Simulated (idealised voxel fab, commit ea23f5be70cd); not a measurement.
Name of the process module below: voxel released beams
Xsec cut, 155 nm wide, square cell size 5 nm.
Cross-sections here: square-cell grids, written as top-down lists of bands, a band being one or more rows of cells. Basically the band line says how high the top is and how high the bottom is, in nm, and then what's in it from left to right, every material with its width in nm. Empty space shows up as "blank", and if a single material carries "full width" it runs the full band edge to edge. Height is counted from the level 0, under which the received wafer is composed throughout of one material. The lowest of the bands is not closed at the bottom but continues downward, in the notation "from 0 down". Width spec "30 to 40" -> top row of cells at first value, bottom row at second value, equal per-row change in between. A step reported as "changes: none" is a step in which no cell of the cross-section changed. "Closed void catalog" lists enclosed empty spaces (at least 8 cells, no open path upward to the top), each as width x height at distance from the left edge, in nm. Whatever follows a step's settings on its line is a remark the simulator itself makes about that step. "overlay nm" answers the question of how far to the right of plan the mask lay on a step that has a mask, and when it is negative the answer is to the left.

These are the steps we planned for the process
1,RECEIVE (material Si)
2,CONFORMAL_DEP (material Al2O3; thk nm 10)
3,DIRECTIONAL_DEP (material SiO2; thk nm 10)
4,DIRECTIONAL_DEP (material aC; thk nm 15)
5,PATTERN (tone open; mask id ANCHOR; material resist; width nm 40; thk nm 35; overlay nm 0)
6,DIRECTIONAL_ETCH (etch materials aC; depth nm 15)
7,STRIP (etch materials resist)
8,DIRECTIONAL_ETCH (etch materials SiO2; depth nm 10)
9,STRIP (etch materials aC)
10,CONFORMAL_DEP (material SiN; thk nm 15)
11,MASKED_ETCH (tone cover; mask id BEAM; width nm 90; etch materials SiN; depth nm 15; overlay nm 0)
12,STRIP (etch materials SiO2)

Cross-section of the incoming wafer, state after step 1
from 0 down = Si full width
Closed void catalog: none

End state of the module in cross-section, given the above starting point and plan and one mistake in execution
from 25 to 15 = 30 nm blank / 20 nm SiN / 10 nm blank / 60 nm SiN / 35 nm blank
from 15 to 10 = 30 nm blank / 90 nm SiN / 35 nm blank
from 10 to 0 = 35 nm blank / 40 nm SiN / 80 nm blank
from 0 down = Si full width
Closed void catalog: none
Diagnosis: heads up, step 2 of the plan was skipped and never actually ran
